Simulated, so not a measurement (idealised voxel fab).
process module | voxel transistor to metal
cross-section cut | 205 nm wide | cells 5 nm
A cross-section is a grid of square cells, given in bands from the top down. A band is one or more rows of cells.
Each band's line starts with the height of the band's top and of its bottom, in nm. Then come its materials from left to right, each with its width in nm. One material with "throughout" fills the band from edge to edge. "air" is empty space.
Height 0 is the level under which the wafer as received is all one material. The lowest band goes on downwards, as in "0 down".
A width such as "30 to 40" changes by the same amount from each row of cells to the next, from the band's top row to its bottom row.
"no change" after a step means that no cell of the cross-section changed.
closed voids: empty space of 8 cells or more with no open way to the top, each as width x height at its distance from the left edge, in nm
after a step's settings: what the simulator itself notes on the step
overlay nm, on a step with a mask: how far to the right of its planned place the mask lay; to the left if negative
plan
1 op RECEIVE | material Si
2 op CONFORMAL_DEP | material SiO2 | thk nm 5
3 op CONFORMAL_DEP | material SiN | thk nm 15
4 op PATTERN | tone cover | mask id ACTIVE | material resist | width nm 105 | thk nm 20 | overlay nm 0
5 op DIRECTIONAL_ETCH | etch materials SiN | depth nm 15
6 op DIRECTIONAL_ETCH | etch materials SiO2 | depth nm 5
7 op DIRECTIONAL_ETCH | etch materials Si | depth nm 20
8 op STRIP | etch materials resist
9 op FILL_DEP | material SiO2 | thk nm 15
10 op CMP | height nm 20
11 op SELECTIVE_ETCH | etch materials SiO2 | depth nm 10
12 op STRIP | etch materials SiN
13 op SELECTIVE_ETCH | etch materials SiO2 | depth nm 5
14 op OXIDIZE | depth nm 5
15 op DIRECTIONAL_DEP | material polySi | thk nm 20
16 op DIRECTIONAL_DEP | material SiCN | thk nm 15
17 op PATTERN | tone cover | mask id GATE | material resist | width nm 25 | thk nm 20 | overlay nm 0
18 op DIRECTIONAL_ETCH | etch materials SiCN | depth nm 25
19 op DIRECTIONAL_ETCH | etch materials polySi | depth nm 30
20 op STRIP | etch materials resist
21 op CONFORMAL_DEP | material SiN | thk nm 10
22 op DIRECTIONAL_ETCH | etch materials SiN | depth nm 10
23 op DIRECTIONAL_ETCH | etch materials SiO2 | depth nm 5
24 op DIRECTIONAL_ETCH | etch materials Si | depth nm 15
25 op EPI | material SiGe | thk nm 15
26 op FILL_DEP | material SiO2 | thk nm 5
27 op CMP | height nm 35
28 op DIRECTIONAL_DEP | material SiO2 | thk nm 15
29 op MASKED_ETCH | tone open | mask id CONTACT | width nm 15 | pitch nm 80 | etch materials SiO2 | depth nm 40 | overlay nm 0
30 op CONFORMAL_DEP | material TiN | thk nm 5
31 op FILL_DEP | material Ru | thk nm 5
32 op CMP | height nm 50
33 op CONFORMAL_DEP | material SiN | thk nm 5
34 op DIRECTIONAL_DEP | material lowk | thk nm 15
35 op DIRECTIONAL_DEP | material aC | thk nm 10
36 op PATTERN | tone open | mask id METAL_1 | material resist | width nm 15 | pitch nm 80 | thk nm 30 | overlay nm 0
37 op DIRECTIONAL_ETCH | etch materials aC | depth nm 10
38 op STRIP | etch materials resist
39 op DIRECTIONAL_ETCH | etch materials lowk | depth nm 15
40 op DIRECTIONAL_ETCH | etch materials SiN | depth nm 5
41 op STRIP | etch materials aC
42 op CONFORMAL_DEP | material TiN | thk nm 5
43 op FILL_DEP | material Cu | thk nm 10
44 op CMP | height nm 70
45 op CONFORMAL_DEP | material SiCN | thk nm 5
46 op DIRECTIONAL_DEP | material lowk | thk nm 30
47 op DIRECTIONAL_DEP | material aC | thk nm 15
48 op PATTERN | tone open | mask id METAL_2 | material resist | width nm 15 | pitch nm 80 | thk nm 30 | overlay nm 0
49 op DIRECTIONAL_ETCH | etch materials aC | depth nm 15
50 op STRIP | etch materials resist
51 op DIRECTIONAL_ETCH | etch materials lowk | depth nm 20
52 op STRIP | etch materials aC
53 op MASKED_ETCH | tone open | mask id METAL_2_HOLES | width nm 15 | pitch nm 80 | etch materials lowk | depth nm 10 | overlay nm 0
54 op MASKED_ETCH | tone open | mask id METAL_2_HOLES | width nm 15 | pitch nm 80 | etch materials SiCN | depth nm 5 | overlay nm 0
55 op CONFORMAL_DEP | material TiN | thk nm 5
56 op FILL_DEP | material Cu | thk nm 10
57 op CMP | height nm 105
58 op CONFORMAL_DEP | material SiN | thk nm 5
first wafer, as planned
as received, after step 1
  0 down: Si throughout
  closed voids: none
after step 2
  5 to 0: SiO2 throughout
  below 0: unchanged
after step 3
  20 to 5: SiN throughout
  below 5: unchanged
after step 4
  40 to 20: air 50 | resist 105 | air 50
  below 20: unchanged
after step 5
  40 to 20: air 50 | resist 105 | air 50
  20 to 5: air 50 | SiN 105 | air 50
  below 5: unchanged
after step 6
  40 to 20: air 50 | resist 105 | air 50
  20 to 5: air 50 | SiN 105 | air 50
  5 to 0: air 50 | SiO2 105 | air 50
  below 0: unchanged
after step 7
  40 to 20: air 50 | resist 105 | air 50
  20 to 5: air 50 | SiN 105 | air 50
  5 to 0: air 50 | SiO2 105 | air 50
  0 to -20: air 50 | Si 105 | air 50
  below -20: unchanged
after step 8
  20 to 5: air 50 | SiN 105 | air 50
  below 5: unchanged
after step 9
  35 to 20: SiO2 throughout
  20 to 5: SiO2 50 | SiN 105 | SiO2 50
  5 to 0: SiO2 throughout
  0 to -20: SiO2 50 | Si 105 | SiO2 50
  below -20: unchanged
after step 10
  20 to 5: SiO2 50 | SiN 105 | SiO2 50
  below 5: unchanged
after step 11
  20 to 10: air 50 | SiN 105 | air 50
  below 10: unchanged
after step 12
  10 to 5: SiO2 50 | air 105 | SiO2 50
  below 5: unchanged
after step 13
  5 to 0: SiO2 45 | air 115 | SiO2 45
  below 0: unchanged
after step 14
  5 to 0: SiO2 45 | air 115 | SiO2 45
  0 to -5: SiO2 throughout
  below -5: unchanged
after step 15
  25 to 20: polySi 45 | air 115 | polySi 45
  20 to 5: polySi throughout
  5 to 0: SiO2 45 | polySi 115 | SiO2 45
  below 0: unchanged
after step 16
  40 to 35: SiCN 45 | air 115 | SiCN 45
  35 to 25: SiCN throughout
  25 to 20: polySi 45 | SiCN 115 | polySi 45
  below 20: unchanged
after step 17
  60 to 40: air 90 | resist 25 | air 90
  40 to 35: SiCN 45 | air 45 | resist 25 | air 45 | SiCN 45
  below 35: unchanged
after step 18
  60 to 35: air 90 | resist 25 | air 90
  35 to 25: air 90 | SiCN 25 | air 90
  25 to 20: polySi 45 | air 45 | SiCN 25 | air 45 | polySi 45
  below 20: unchanged
after step 19
  60 to 35: air 90 | resist 25 | air 90
  35 to 20: air 90 | SiCN 25 | air 90
  20 to 5: air 90 | polySi 25 | air 90
  5 to 0: SiO2 45 | air 45 | polySi 25 | air 45 | SiO2 45
  below 0: unchanged
after step 20
  35 to 20: air 90 | SiCN 25 | air 90
  below 20: unchanged
after step 21
  45 to 35: air 80 | SiN 45 | air 80
  35 to 20: air 80 | SiN 10 | SiCN 25 | SiN 10 | air 80
  20 to 15: air 80 | SiN 10 | polySi 25 | SiN 10 | air 80
  15 to 10: SiN 55 | air 25 | SiN 10 | polySi 25 | SiN 10 | air 25 | SiN 55
  10 to 5: SiN 90 | polySi 25 | SiN 90
  5 to 0: SiO2 45 | SiN 45 | polySi 25 | SiN 45 | SiO2 45
  below 0: unchanged
after step 22
  35 to 20: air 80 | SiN 10 | SiCN 25 | SiN 10 | air 80
  20 to 5: air 80 | SiN 10 | polySi 25 | SiN 10 | air 80
  5 to 0: SiO2 45 | SiN 10 | air 25 | SiN 10 | polySi 25 | SiN 10 | air 25 | SiN 10 | SiO2 45
  below 0: unchanged
after step 23
  35 to 20: air 80 | SiN 10 | SiCN 25 | SiN 10 | air 80
  20 to 5: air 80 | SiN 10 | polySi 25 | SiN 10 | air 80
  5 to 0: air 45 | SiN 10 | air 25 | SiN 10 | polySi 25 | SiN 10 | air 25 | SiN 10 | air 45
  0 to -5: SiO2 55 | air 25 | SiO2 45 | air 25 | SiO2 55
  below -5: unchanged
after step 24
  35 to 20: air 80 | SiN 10 | SiCN 25 | SiN 10 | air 80
  20 to 5: air 80 | SiN 10 | polySi 25 | SiN 10 | air 80
  5 to 0: air 45 | SiN 10 | air 25 | SiN 10 | polySi 25 | SiN 10 | air 25 | SiN 10 | air 45
  0 to -5: SiO2 55 | air 25 | SiO2 45 | air 25 | SiO2 55
  -5 to -20: SiO2 50 | Si 5 | air 25 | Si 45 | air 25 | Si 5 | SiO2 50
  below -20: unchanged
after step 25
  35 to 20: air 80 | SiN 10 | SiCN 25 | SiN 10 | air 80
  20 to 10: air 80 | SiN 10 | polySi 25 | SiN 10 | air 80
  10 to 5: air 50 | SiGe 30 | SiN 10 | polySi 25 | SiN 10 | SiGe 30 | air 50
  5 to 0: air 45 | SiN 10 | SiGe 25 | SiN 10 | polySi 25 | SiN 10 | SiGe 25 | SiN 10 | air 45
  0 to -5: SiO2 55 | SiGe 25 | SiO2 45 | SiGe 25 | SiO2 55
  -5 to -20: SiO2 50 | Si 5 | SiGe 25 | Si 45 | SiGe 25 | Si 5 | SiO2 50
  below -20: unchanged
after step 26
  40 to 35: SiO2 throughout
  35 to 20: SiO2 80 | SiN 10 | SiCN 25 | SiN 10 | SiO2 80
  20 to 10: SiO2 80 | SiN 10 | polySi 25 | SiN 10 | SiO2 80
  10 to 5: SiO2 50 | SiGe 30 | SiN 10 | polySi 25 | SiN 10 | SiGe 30 | SiO2 50
  5 to 0: SiO2 45 | SiN 10 | SiGe 25 | SiN 10 | polySi 25 | SiN 10 | SiGe 25 | SiN 10 | SiO2 45
  below 0: unchanged
after step 27
  35 to 20: SiO2 80 | SiN 10 | SiCN 25 | SiN 10 | SiO2 80
  below 20: unchanged
after step 28
  50 to 35: SiO2 throughout
  below 35: unchanged
after step 29
  50 to 35: SiO2 55 | air 15 | SiO2 65 | air 15 | SiO2 55
  35 to 20: SiO2 55 | air 15 | SiO2 10 | SiN 10 | SiCN 25 | SiN 10 | SiO2 10 | air 15 | SiO2 55
  20 to 10: SiO2 55 | air 15 | SiO2 10 | SiN 10 | polySi 25 | SiN 10 | SiO2 10 | air 15 | SiO2 55
  below 10: unchanged
after step 30
  55 to 50: TiN 60 | air 5 | TiN 75 | air 5 | TiN 60
  50 to 35: SiO2 55 | TiN 5 | air 5 | TiN 5 | SiO2 65 | TiN 5 | air 5 | TiN 5 | SiO2 55
  35 to 20: SiO2 55 | TiN 5 | air 5 | TiN 5 | SiO2 10 | SiN 10 | SiCN 25 | SiN 10 | SiO2 10 | TiN 5 | air 5 | TiN 5 | SiO2 55
  20 to 15: SiO2 55 | TiN 5 | air 5 | TiN 5 | SiO2 10 | SiN 10 | polySi 25 | SiN 10 | SiO2 10 | TiN 5 | air 5 | TiN 5 | SiO2 55
  15 to 10: SiO2 55 | TiN 15 | SiO2 10 | SiN 10 | polySi 25 | SiN 10 | SiO2 10 | TiN 15 | SiO2 55
  below 10: unchanged
after step 31
  60 to 55: Ru throughout
  55 to 50: TiN 60 | Ru 5 | TiN 75 | Ru 5 | TiN 60
  50 to 35: SiO2 55 | TiN 5 | Ru 5 | TiN 5 | SiO2 65 | TiN 5 | Ru 5 | TiN 5 | SiO2 55
  35 to 20: SiO2 55 | TiN 5 | Ru 5 | TiN 5 | SiO2 10 | SiN 10 | SiCN 25 | SiN 10 | SiO2 10 | TiN 5 | Ru 5 | TiN 5 | SiO2 55
  20 to 15: SiO2 55 | TiN 5 | Ru 5 | TiN 5 | SiO2 10 | SiN 10 | polySi 25 | SiN 10 | SiO2 10 | TiN 5 | Ru 5 | TiN 5 | SiO2 55
  below 15: unchanged
after step 32
  50 to 35: SiO2 55 | TiN 5 | Ru 5 | TiN 5 | SiO2 65 | TiN 5 | Ru 5 | TiN 5 | SiO2 55
  below 35: unchanged
after step 33
  55 to 50: SiN throughout
  below 50: unchanged
after step 34
  70 to 55: lowk throughout
  below 55: unchanged
after step 35
  80 to 70: aC throughout
  below 70: unchanged
after step 36
  110 to 80: resist 55 | air 15 | resist 65 | air 15 | resist 55
  below 80: unchanged
after step 37
  100 to 80: resist 55 | air 15 | resist 65 | air 15 | resist 55
  80 to 70: aC 55 | air 15 | aC 65 | air 15 | aC 55
  below 70: unchanged
after step 38
  80 to 70: aC 55 | air 15 | aC 65 | air 15 | aC 55
  below 70: unchanged
after step 39
  80 to 70: aC 55 | air 15 | aC 65 | air 15 | aC 55
  70 to 55: lowk 55 | air 15 | lowk 65 | air 15 | lowk 55
  below 55: unchanged
after step 40
  80 to 70: aC 55 | air 15 | aC 65 | air 15 | aC 55
  70 to 55: lowk 55 | air 15 | lowk 65 | air 15 | lowk 55
  55 to 50: SiN 55 | air 15 | SiN 65 | air 15 | SiN 55
  below 50: unchanged
after step 41
  70 to 55: lowk 55 | air 15 | lowk 65 | air 15 | lowk 55
  below 55: unchanged
after step 42
  75 to 70: TiN 60 | air 5 | TiN 75 | air 5 | TiN 60
  70 to 55: lowk 55 | TiN 5 | air 5 | TiN 5 | lowk 65 | TiN 5 | air 5 | TiN 5 | lowk 55
  55 to 50: SiN 55 | TiN 15 | SiN 65 | TiN 15 | SiN 55
  below 50: unchanged
after step 43
  85 to 75: Cu throughout
  75 to 70: TiN 60 | Cu 5 | TiN 75 | Cu 5 | TiN 60
  70 to 55: lowk 55 | TiN 5 | Cu 5 | TiN 5 | lowk 65 | TiN 5 | Cu 5 | TiN 5 | lowk 55
  below 55: unchanged
after step 44
  70 to 55: lowk 55 | TiN 5 | Cu 5 | TiN 5 | lowk 65 | TiN 5 | Cu 5 | TiN 5 | lowk 55
  below 55: unchanged
after step 45
  75 to 70: SiCN throughout
  below 70: unchanged
after step 46
  105 to 75: lowk throughout
  below 75: unchanged
after step 47
  120 to 105: aC throughout
  below 105: unchanged
after step 48
  150 to 120: resist 55 | air 15 | resist 65 | air 15 | resist 55
  below 120: unchanged
after step 49
  135 to 120: resist 55 | air 15 | resist 65 | air 15 | resist 55
  120 to 105: aC 55 | air 15 | aC 65 | air 15 | aC 55
  below 105: unchanged
after step 50
  120 to 105: aC 55 | air 15 | aC 65 | air 15 | aC 55
  below 105: unchanged
after step 51
  120 to 105: aC 55 | air 15 | aC 65 | air 15 | aC 55
  105 to 85: lowk 55 | air 15 | lowk 65 | air 15 | lowk 55
  below 85: unchanged
after step 52
  105 to 85: lowk 55 | air 15 | lowk 65 | air 15 | lowk 55
  below 85: unchanged
after step 53
  105 to 75: lowk 55 | air 15 | lowk 65 | air 15 | lowk 55
  below 75: unchanged
after step 54
  105 to 75: lowk 55 | air 15 | lowk 65 | air 15 | lowk 55
  75 to 70: SiCN 55 | air 15 | SiCN 65 | air 15 | SiCN 55
  below 70: unchanged
after step 55
  110 to 105: TiN 60 | air 5 | TiN 75 | air 5 | TiN 60
  105 to 75: lowk 55 | TiN 5 | air 5 | TiN 5 | lowk 65 | TiN 5 | air 5 | TiN 5 | lowk 55
  75 to 70: SiCN 55 | TiN 15 | SiCN 65 | TiN 15 | SiCN 55
  below 70: unchanged
after step 56
  120 to 110: Cu throughout
  110 to 105: TiN 60 | Cu 5 | TiN 75 | Cu 5 | TiN 60
  105 to 75: lowk 55 | TiN 5 | Cu 5 | TiN 5 | lowk 65 | TiN 5 | Cu 5 | TiN 5 | lowk 55
  below 75: unchanged
after step 57
  105 to 75: lowk 55 | TiN 5 | Cu 5 | TiN 5 | lowk 65 | TiN 5 | Cu 5 | TiN 5 | lowk 55
  below 75: unchanged
after step 58
  110 to 105: SiN throughout
  below 105: unchanged
second wafer: like start, like plan, one mistake. Through step 3 it matches the first wafer
when step 4 should have ended
  40 to 20: air 45 | resist 115 | air 45
  below 20: unchanged
when step 5 should have ended
  40 to 20: air 45 | resist 115 | air 45
  20 to 5: air 45 | SiN 115 | air 45
  below 5: unchanged
when step 6 should have ended
  40 to 20: air 45 | resist 115 | air 45
  20 to 5: air 45 | SiN 115 | air 45
  5 to 0: air 45 | SiO2 115 | air 45
  below 0: unchanged
when step 7 should have ended
  40 to 20: air 45 | resist 115 | air 45
  20 to 5: air 45 | SiN 115 | air 45
  5 to 0: air 45 | SiO2 115 | air 45
  0 to -20: air 45 | Si 115 | air 45
  below -20: unchanged
when step 8 should have ended
  20 to 5: air 45 | SiN 115 | air 45
  below 5: unchanged
when step 9 should have ended
  35 to 20: SiO2 throughout
  20 to 5: SiO2 45 | SiN 115 | SiO2 45
  5 to 0: SiO2 throughout
  0 to -20: SiO2 45 | Si 115 | SiO2 45
  below -20: unchanged
when step 10 should have ended
  20 to 5: SiO2 45 | SiN 115 | SiO2 45
  below 5: unchanged
when step 11 should have ended
  20 to 10: air 45 | SiN 115 | air 45
  below 10: unchanged
when step 12 should have ended
  10 to 5: SiO2 45 | air 115 | SiO2 45
  below 5: unchanged
when step 13 should have ended
  5 to 0: SiO2 40 | air 125 | SiO2 40
  below 0: unchanged
when step 14 should have ended
  5 to 0: SiO2 40 | air 125 | SiO2 40
  0 to -5: SiO2 throughout
  below -5: unchanged
when step 15 should have ended
  25 to 20: polySi 40 | air 125 | polySi 40
  20 to 5: polySi throughout
  5 to 0: SiO2 40 | polySi 125 | SiO2 40
  below 0: unchanged
when step 16 should have ended
  40 to 35: SiCN 40 | air 125 | SiCN 40
  35 to 25: SiCN throughout
  25 to 20: polySi 40 | SiCN 125 | polySi 40
  below 20: unchanged
when step 17 should have ended
  60 to 40: air 90 | resist 25 | air 90
  40 to 35: SiCN 40 | air 50 | resist 25 | air 50 | SiCN 40
  below 35: unchanged
when step 18 should have ended
  60 to 35: air 90 | resist 25 | air 90
  35 to 25: air 90 | SiCN 25 | air 90
  25 to 20: polySi 40 | air 50 | SiCN 25 | air 50 | polySi 40
  below 20: unchanged
when step 19 should have ended
  60 to 35: air 90 | resist 25 | air 90
  35 to 20: air 90 | SiCN 25 | air 90
  20 to 5: air 90 | polySi 25 | air 90
  5 to 0: SiO2 40 | air 50 | polySi 25 | air 50 | SiO2 40
  below 0: unchanged
when step 20 should have ended
  35 to 20: air 90 | SiCN 25 | air 90
  below 20: unchanged
when step 21 should have ended
  45 to 35: air 80 | SiN 45 | air 80
  35 to 20: air 80 | SiN 10 | SiCN 25 | SiN 10 | air 80
  20 to 15: air 80 | SiN 10 | polySi 25 | SiN 10 | air 80
  15 to 10: SiN 50 | air 30 | SiN 10 | polySi 25 | SiN 10 | air 30 | SiN 50
  10 to 5: SiN 90 | polySi 25 | SiN 90
  5 to 0: SiO2 40 | SiN 50 | polySi 25 | SiN 50 | SiO2 40
  below 0: unchanged
when step 22 should have ended
  35 to 20: air 80 | SiN 10 | SiCN 25 | SiN 10 | air 80
  20 to 5: air 80 | SiN 10 | polySi 25 | SiN 10 | air 80
  5 to 0: SiO2 40 | SiN 10 | air 30 | SiN 10 | polySi 25 | SiN 10 | air 30 | SiN 10 | SiO2 40
  below 0: unchanged
when step 23 should have ended
  35 to 20: air 80 | SiN 10 | SiCN 25 | SiN 10 | air 80
  20 to 5: air 80 | SiN 10 | polySi 25 | SiN 10 | air 80
  5 to 0: air 40 | SiN 10 | air 30 | SiN 10 | polySi 25 | SiN 10 | air 30 | SiN 10 | air 40
  0 to -5: SiO2 50 | air 30 | SiO2 45 | air 30 | SiO2 50
  below -5: unchanged
when step 24 should have ended
  35 to 20: air 80 | SiN 10 | SiCN 25 | SiN 10 | air 80
  20 to 5: air 80 | SiN 10 | polySi 25 | SiN 10 | air 80
  5 to 0: air 40 | SiN 10 | air 30 | SiN 10 | polySi 25 | SiN 10 | air 30 | SiN 10 | air 40
  0 to -5: SiO2 50 | air 30 | SiO2 45 | air 30 | SiO2 50
  -5 to -20: SiO2 45 | Si 5 | air 30 | Si 45 | air 30 | Si 5 | SiO2 45
  below -20: unchanged
when step 25 should have ended
  35 to 20: air 80 | SiN 10 | SiCN 25 | SiN 10 | air 80
  20 to 10: air 80 | SiN 10 | polySi 25 | SiN 10 | air 80
  10 to 5: air 45 | SiGe 35 | SiN 10 | polySi 25 | SiN 10 | SiGe 35 | air 45
  5 to 0: air 40 | SiN 10 | SiGe 30 | SiN 10 | polySi 25 | SiN 10 | SiGe 30 | SiN 10 | air 40
  0 to -5: SiO2 50 | SiGe 30 | SiO2 45 | SiGe 30 | SiO2 50
  -5 to -20: SiO2 45 | Si 5 | SiGe 30 | Si 45 | SiGe 30 | Si 5 | SiO2 45
  below -20: unchanged
when step 26 should have ended
  40 to 35: SiO2 throughout
  35 to 20: SiO2 80 | SiN 10 | SiCN 25 | SiN 10 | SiO2 80
  20 to 10: SiO2 80 | SiN 10 | polySi 25 | SiN 10 | SiO2 80
  10 to 5: SiO2 45 | SiGe 35 | SiN 10 | polySi 25 | SiN 10 | SiGe 35 | SiO2 45
  5 to 0: SiO2 40 | SiN 10 | SiGe 30 | SiN 10 | polySi 25 | SiN 10 | SiGe 30 | SiN 10 | SiO2 40
  below 0: unchanged
when step 27 should have ended
  35 to 20: SiO2 80 | SiN 10 | SiCN 25 | SiN 10 | SiO2 80
  below 20: unchanged
when step 28 should have ended
  50 to 35: SiO2 throughout
  below 35: unchanged
when step 29 should have ended
  50 to 35: SiO2 55 | air 15 | SiO2 65 | air 15 | SiO2 55
  35 to 20: SiO2 55 | air 15 | SiO2 10 | SiN 10 | SiCN 25 | SiN 10 | SiO2 10 | air 15 | SiO2 55
  20 to 10: SiO2 55 | air 15 | SiO2 10 | SiN 10 | polySi 25 | SiN 10 | SiO2 10 | air 15 | SiO2 55
  below 10: unchanged
when step 30 should have ended
  55 to 50: TiN 60 | air 5 | TiN 75 | air 5 | TiN 60
  50 to 35: SiO2 55 | TiN 5 | air 5 | TiN 5 | SiO2 65 | TiN 5 | air 5 | TiN 5 | SiO2 55
  35 to 20: SiO2 55 | TiN 5 | air 5 | TiN 5 | SiO2 10 | SiN 10 | SiCN 25 | SiN 10 | SiO2 10 | TiN 5 | air 5 | TiN 5 | SiO2 55
  20 to 15: SiO2 55 | TiN 5 | air 5 | TiN 5 | SiO2 10 | SiN 10 | polySi 25 | SiN 10 | SiO2 10 | TiN 5 | air 5 | TiN 5 | SiO2 55
  15 to 10: SiO2 55 | TiN 15 | SiO2 10 | SiN 10 | polySi 25 | SiN 10 | SiO2 10 | TiN 15 | SiO2 55
  below 10: unchanged
when step 31 should have ended
  60 to 55: Ru throughout
  55 to 50: TiN 60 | Ru 5 | TiN 75 | Ru 5 | TiN 60
  50 to 35: SiO2 55 | TiN 5 | Ru 5 | TiN 5 | SiO2 65 | TiN 5 | Ru 5 | TiN 5 | SiO2 55
  35 to 20: SiO2 55 | TiN 5 | Ru 5 | TiN 5 | SiO2 10 | SiN 10 | SiCN 25 | SiN 10 | SiO2 10 | TiN 5 | Ru 5 | TiN 5 | SiO2 55
  20 to 15: SiO2 55 | TiN 5 | Ru 5 | TiN 5 | SiO2 10 | SiN 10 | polySi 25 | SiN 10 | SiO2 10 | TiN 5 | Ru 5 | TiN 5 | SiO2 55
  below 15: unchanged
when step 32 should have ended
  50 to 35: SiO2 55 | TiN 5 | Ru 5 | TiN 5 | SiO2 65 | TiN 5 | Ru 5 | TiN 5 | SiO2 55
  below 35: unchanged
when step 33 should have ended
  55 to 50: SiN throughout
  below 50: unchanged
when step 34 should have ended
  70 to 55: lowk throughout
  below 55: unchanged
when step 35 should have ended
  80 to 70: aC throughout
  below 70: unchanged
when step 36 should have ended
  110 to 80: resist 55 | air 15 | resist 65 | air 15 | resist 55
  below 80: unchanged
when step 37 should have ended
  100 to 80: resist 55 | air 15 | resist 65 | air 15 | resist 55
  80 to 70: aC 55 | air 15 | aC 65 | air 15 | aC 55
  below 70: unchanged
when step 38 should have ended
  80 to 70: aC 55 | air 15 | aC 65 | air 15 | aC 55
  below 70: unchanged
when step 39 should have ended
  80 to 70: aC 55 | air 15 | aC 65 | air 15 | aC 55
  70 to 55: lowk 55 | air 15 | lowk 65 | air 15 | lowk 55
  below 55: unchanged
when step 40 should have ended
  80 to 70: aC 55 | air 15 | aC 65 | air 15 | aC 55
  70 to 55: lowk 55 | air 15 | lowk 65 | air 15 | lowk 55
  55 to 50: SiN 55 | air 15 | SiN 65 | air 15 | SiN 55
  below 50: unchanged
when step 41 should have ended
  70 to 55: lowk 55 | air 15 | lowk 65 | air 15 | lowk 55
  below 55: unchanged
when step 42 should have ended
  75 to 70: TiN 60 | air 5 | TiN 75 | air 5 | TiN 60
  70 to 55: lowk 55 | TiN 5 | air 5 | TiN 5 | lowk 65 | TiN 5 | air 5 | TiN 5 | lowk 55
  55 to 50: SiN 55 | TiN 15 | SiN 65 | TiN 15 | SiN 55
  below 50: unchanged
when step 43 should have ended
  85 to 75: Cu throughout
  75 to 70: TiN 60 | Cu 5 | TiN 75 | Cu 5 | TiN 60
  70 to 55: lowk 55 | TiN 5 | Cu 5 | TiN 5 | lowk 65 | TiN 5 | Cu 5 | TiN 5 | lowk 55
  below 55: unchanged
when step 44 should have ended
  70 to 55: lowk 55 | TiN 5 | Cu 5 | TiN 5 | lowk 65 | TiN 5 | Cu 5 | TiN 5 | lowk 55
  below 55: unchanged
when step 45 should have ended
  75 to 70: SiCN throughout
  below 70: unchanged
when step 46 should have ended
  105 to 75: lowk throughout
  below 75: unchanged
when step 47 should have ended
  120 to 105: aC throughout
  below 105: unchanged
when step 48 should have ended
  150 to 120: resist 55 | air 15 | resist 65 | air 15 | resist 55
  below 120: unchanged
when step 49 should have ended
  135 to 120: resist 55 | air 15 | resist 65 | air 15 | resist 55
  120 to 105: aC 55 | air 15 | aC 65 | air 15 | aC 55
  below 105: unchanged
when step 50 should have ended
  120 to 105: aC 55 | air 15 | aC 65 | air 15 | aC 55
  below 105: unchanged
when step 51 should have ended
  120 to 105: aC 55 | air 15 | aC 65 | air 15 | aC 55
  105 to 85: lowk 55 | air 15 | lowk 65 | air 15 | lowk 55
  below 85: unchanged
when step 52 should have ended
  105 to 85: lowk 55 | air 15 | lowk 65 | air 15 | lowk 55
  below 85: unchanged
when step 53 should have ended
  105 to 75: lowk 55 | air 15 | lowk 65 | air 15 | lowk 55
  below 75: unchanged
when step 54 should have ended
  105 to 75: lowk 55 | air 15 | lowk 65 | air 15 | lowk 55
  75 to 70: SiCN 55 | air 15 | SiCN 65 | air 15 | SiCN 55
  below 70: unchanged
when step 55 should have ended
  110 to 105: TiN 60 | air 5 | TiN 75 | air 5 | TiN 60
  105 to 75: lowk 55 | TiN 5 | air 5 | TiN 5 | lowk 65 | TiN 5 | air 5 | TiN 5 | lowk 55
  75 to 70: SiCN 55 | TiN 15 | SiCN 65 | TiN 15 | SiCN 55
  below 70: unchanged
when step 56 should have ended
  120 to 110: Cu throughout
  110 to 105: TiN 60 | Cu 5 | TiN 75 | Cu 5 | TiN 60
  105 to 75: lowk 55 | TiN 5 | Cu 5 | TiN 5 | lowk 65 | TiN 5 | Cu 5 | TiN 5 | lowk 55
  below 75: unchanged
when step 57 should have ended
  105 to 75: lowk 55 | TiN 5 | Cu 5 | TiN 5 | lowk 65 | TiN 5 | Cu 5 | TiN 5 | lowk 55
  below 75: unchanged
when step 58 should have ended
  110 to 105: SiN throughout
  below 105: unchanged
what went wrong: step 4 ran as: op PATTERN | tone cover | mask id ACTIVE | material resist | width nm 115 | thk nm 20 | overlay nm 0
at the end the second wafer has, in cells: 12 more of SiGe | 12 fewer of SiO2
